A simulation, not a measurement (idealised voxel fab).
process module | voxel self aligned vias
cross-section cut | 140 nm wide | cells 5 nm
A cross-section is a grid of square cells, given in bands from the top down. A band is one or more rows of cells.
Each band's line starts with the height of the band's top and of its bottom, in nm. Then come its materials from left to right, each with its width in nm. One material with "throughout" fills the band from edge to edge. "air" is empty space.
Height 0 is the level under which the wafer as received is all one material. The lowest band goes on downwards, as in "0 down".
A width such as "30 to 40" changes by the same amount from each row of cells to the next, from the band's top row to its bottom row.
"no change" after a step means that no cell of the cross-section changed.
closed voids: empty space of 8 cells or more with no open way to the top, each as width x height at its distance from the left edge, in nm
after a step's settings: what the simulator itself notes on the step
overlay nm, on a step with a mask: how far to the right of its planned place the mask lay; to the left if negative
Each pair below shows a cross-section before one step and the cross-section after it, down to the lowest band that changed. The line under each pair gives the step between them, with its settings. The pairs can come from different runs of this module on the same starting wafer, so a pair continues from the pair above only where its "before" says so.
before
  100 to 75: resist 30 | air 30 | resist 15 | air 30 | resist 35
  75 to 65: aC throughout
  65 to 45: Ru throughout
  45 to 35: lowk 35 | SiN 20 | lowk 25 | SiN 20 | lowk 40
  35 to 20: lowk 35 | TiN 5 | W 10 | TiN 5 | lowk 25 | TiN 5 | W 10 | TiN 5 | lowk 40
  20 to 15: lowk 35 | TiN 20 | lowk 25 | TiN 20 | lowk 40
  15 to 10: SiCN throughout
  10 to 0: SiO2 throughout
  0 down: Si throughout
  closed voids: none
after
  90 to 75: resist 30 | air 30 | resist 15 | air 30 | resist 35
  75 to 65: aC 30 | air 30 | aC 15 | air 30 | aC 35
  below 65: unchanged
  closed voids: none
the step between: op DIRECTIONAL_ETCH | etch materials aC | depth nm 10
before: the cross-section after the pair above
after
  75 to 65: aC 30 | air 30 | aC 15 | air 30 | aC 35
  below 65: unchanged
  closed voids: none
the step between: op STRIP | etch materials resist
before: the cross-section after the pair above
after
  65 to 45: Ru throughout
  below 45: unchanged
  closed voids: none
the step between: op STRIP | etch materials aC
before: the cross-section after the pair above
after
  70 to 65: TiN throughout
  below 65: unchanged
  closed voids: none
the step between: op CONFORMAL_DEP | material TiN | thk nm 5
before: the cross-section after the pair above
after
  80 to 70: Cu throughout
  below 70: unchanged
  closed voids: none
the step between: op FILL_DEP | material Cu | thk nm 10
before: the cross-section after the pair above
after
  65 to 45: Ru throughout
  below 45: unchanged
  closed voids: none
the step between: op CMP | height nm 65
before: the cross-section after the pair above
after
  70 to 65: SiCN throughout
  below 65: unchanged
  closed voids: none
the step between: op CONFORMAL_DEP | material SiCN | thk nm 5
before
  45 to 15: lowk throughout
  15 to 10: SiCN throughout
  10 to 0: SiO2 throughout
  0 down: Si throughout
  closed voids: none
after
  65 to 45: air 35 | resist 20 | air 25 | resist 20 | air 40
  below 45: unchanged
  closed voids: none
the step between: op PATTERN | tone cover | mask id LINES | material resist | width nm 20 | pitch nm 45 | thk nm 20 | overlay nm 0
before: the cross-section after the pair above
after
  65 to 45: air 35 | resist 20 | air 25 | resist 20 | air 40
  45 to 15: air 35 | lowk 20 | air 25 | lowk 20 | air 40
  below 15: unchanged
  closed voids: none
the step between: op DIRECTIONAL_ETCH | etch materials lowk | depth nm 30
before: the cross-section after the pair above
after
  45 to 15: air 35 | lowk 20 | air 25 | lowk 20 | air 40
  below 15: unchanged
  closed voids: none
the step between: op STRIP | etch materials resist
before: the cross-section after the pair above
after
  50 to 45: air 30 | TiN 30 | air 15 | TiN 30 | air 35
  45 to 20: air 30 | TiN 5 | lowk 20 | TiN 5 | air 15 | TiN 5 | lowk 20 | TiN 5 | air 35
  20 to 15: TiN 35 | lowk 20 | TiN 25 | lowk 20 | TiN 40
  below 15: unchanged
  closed voids: none
the step between: op CONFORMAL_DEP | material TiN | thk nm 5
before: the cross-section after the pair above
after
  60 to 50: W throughout
  50 to 45: W 30 | TiN 30 | W 15 | TiN 30 | W 35
  45 to 20: W 30 | TiN 5 | lowk 20 | TiN 5 | W 15 | TiN 5 | lowk 20 | TiN 5 | W 35
  below 20: unchanged
  closed voids: none
the step between: op FILL_DEP | material W | thk nm 10
before: the cross-section after the pair above
after
  45 to 20: W 30 | TiN 5 | lowk 20 | TiN 5 | W 15 | TiN 5 | lowk 20 | TiN 5 | W 35
  below 20: unchanged
  closed voids: none
the step between: op CMP | height nm 45
before: the cross-section after the pair above
after
  45 to 35: air 35 | lowk 20 | air 25 | lowk 20 | air 40
  below 35: unchanged
  closed voids: none
the step between: op SELECTIVE_ETCH | etch materials W Ru TiN | depth nm 10
before: the cross-section after the pair above
after
  50 to 45: SiN throughout
  45 to 35: SiN 35 | lowk 20 | SiN 25 | lowk 20 | SiN 40
  below 35: unchanged
  closed voids: none
the step between: op FILL_DEP | material SiN | thk nm 5
before: the cross-section after the pair above
after
  45 to 35: SiN 35 | lowk 20 | SiN 25 | lowk 20 | SiN 40
  below 35: unchanged
  closed voids: none
the step between: op CMP | height nm 45
before: the cross-section after the pair above
after
  65 to 45: lowk throughout
  below 45: unchanged
  closed voids: none
the step between: op DIRECTIONAL_DEP | material lowk | thk nm 20
before: the cross-section after the pair above
after
  75 to 65: aC throughout
  below 65: unchanged
  closed voids: none
the step between: op DIRECTIONAL_DEP | material aC | thk nm 10
before: the cross-section after the pair above
after
  100 to 75: resist 30 | air 30 | resist 15 | air 30 | resist 35
  below 75: unchanged
  closed voids: none
the step between: op PATTERN | tone open | mask id VIAS | material resist | width nm 30 | pitch nm 45 | thk nm 25 | overlay nm 0
before: the cross-section after the pair above
after
  90 to 75: resist 30 | air 30 | resist 15 | air 30 | resist 35
  75 to 65: aC 30 | air 30 | aC 15 | air 30 | aC 35
  below 65: unchanged
  closed voids: none
the step between: op DIRECTIONAL_ETCH | etch materials aC | depth nm 10
before: the cross-section after the pair above
after
  75 to 65: aC 30 | air 30 | aC 15 | air 30 | aC 35
  below 65: unchanged
  closed voids: none
the step between: op STRIP | etch materials resist
before: the cross-section after the pair above
after
  75 to 65: aC 30 | air 30 | aC 15 | air 30 | aC 35
  65 to 45: lowk 30 | air 30 | lowk 15 | air 30 | lowk 35
  below 45: unchanged
  closed voids: none
the step between: op DIRECTIONAL_ETCH | etch materials lowk | depth nm 20
before: the cross-section after the pair above
after
  75 to 65: aC 30 | air 30 | aC 15 | air 30 | aC 35
  65 to 45: lowk 30 | air 30 | lowk 15 | air 30 | lowk 35
  45 to 35: SiN 30 | air 5 | lowk 20 | air 5 | SiN 15 | air 5 | lowk 20 | air 5 | SiN 35
  below 35: unchanged
  closed voids: none
the step between: op DIRECTIONAL_ETCH | etch materials SiN | depth nm 10
before: the cross-section after the pair above
after
  65 to 45: lowk 30 | air 30 | lowk 15 | air 30 | lowk 35
  below 45: unchanged
  closed voids: none
the step between: op STRIP | etch materials aC
before: the cross-section after the pair above
after
  70 to 65: TiN 35 | air 20 | TiN 25 | air 20 | TiN 40
  65 to 50: lowk 30 | TiN 5 | air 20 | TiN 5 | lowk 15 | TiN 5 | air 20 | TiN 5 | lowk 35
  50 to 45: lowk 30 | TiN 30 | lowk 15 | TiN 30 | lowk 35
  45 to 35: SiN 30 | TiN 5 | lowk 20 | TiN 5 | SiN 15 | TiN 5 | lowk 20 | TiN 5 | SiN 35
  below 35: unchanged
  closed voids: none
the step between: op CONFORMAL_DEP | material TiN | thk nm 5
before: the cross-section after the pair above
after
  80 to 70: Cu throughout
  70 to 65: TiN 35 | Cu 20 | TiN 25 | Cu 20 | TiN 40
  65 to 50: lowk 30 | TiN 5 | Cu 20 | TiN 5 | lowk 15 | TiN 5 | Cu 20 | TiN 5 | lowk 35
  below 50: unchanged
  closed voids: none
the step between: op FILL_DEP | material Cu | thk nm 10
before: the cross-section after the pair above
after
  65 to 50: lowk 30 | TiN 5 | Cu 20 | TiN 5 | lowk 15 | TiN 5 | Cu 20 | TiN 5 | lowk 35
  below 50: unchanged
  closed voids: none
the step between: op CMP | height nm 65
before: the cross-section after the pair above
after
  70 to 65: SiCN throughout
  below 65: unchanged
  closed voids: none
the step between: op CONFORMAL_DEP | material SiCN | thk nm 5
